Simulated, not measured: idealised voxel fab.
A process module follows: voxel released beams.
Section cut is 180 nm wide and gridded with 5 nm square cells.
How to read a cross-section here: the picture is a grid of square cells, written as bands going from the top down, and any band can span one or more rows of cells.
Band: top height; bottom height; in nm. Then, left to right: material with width in nm, for each material. "throughout": a single material spanning edge to edge. "blank": empty space.
Basically, 0 is our baseline, since under it the wafer straight out of the box is all one material. The bottom band has no lower end and keeps on going down, so it looks like "0 down".
So if you see something like "30->40" for the width, read it as the top row of the band sitting at the first number and the bottom row at the second, with every row in between moving by the same amount as the last.
Reading "changes: none" for a step: not a cell of the cross-section changed in it.
Listed in "Voids, sealed": every empty space of 8 or more cells without an open way to the top. Form: width x height at distance, the distance being from the left edge, all in nm.
Whatever follows a step's settings on its line is a remark the simulator itself makes about that step.
You can add "overlay nm" to a step's line. For a step with a mask, it describes how far the mask lay to the right of its planned position, and a negative number describes a lay to the left.

Steps planned for the process
1,op RECEIVE | material Si
2,op CONFORMAL_DEP | material Al2O3 | thk nm 5
3,op DIRECTIONAL_DEP | material SiO2 | thk nm 20
4,op MASKED_ETCH | tone open | mask id ANCHOR | width nm 40 | etch materials SiO2 | depth nm 20 | overlay nm 0
5,op CONFORMAL_DEP | material SiN | thk nm 15
6,op PATTERN | tone cover | mask id BEAM | material resist | width nm 105 | thk nm 15 | overlay nm 0
7,op DIRECTIONAL_ETCH | etch materials SiN | depth nm 15
8,op STRIP | etch materials resist
9,op STRIP | etch materials SiO2

So this is the incoming wafer in cross-section - it's already been through step 1
    0 down: Si throughout
    Voids, sealed: none

The plan above was carried out on the starting structure above with one mistake, and this cross-section shows the wafer at the end of the module
    40 to 25: blank=25 | SiN=30 | blank=10 | SiN=65 | blank=50
    25 to 20: blank=40 | SiN=15 | blank=10 | SiN=15 | blank=100
    20 to 5: blank=40 | SiN=40 | blank=100
    5 to 0: Al2O3 throughout
    0 down: Si throughout
    Voids, sealed: none
In executing the process, a mistake was made relative to the plan: step 6 ran with different settings than intended, the actual operation and settings being op PATTERN | tone cover | mask id BEAM | material resist | width nm 105 | thk nm 15 | overlay nm -10
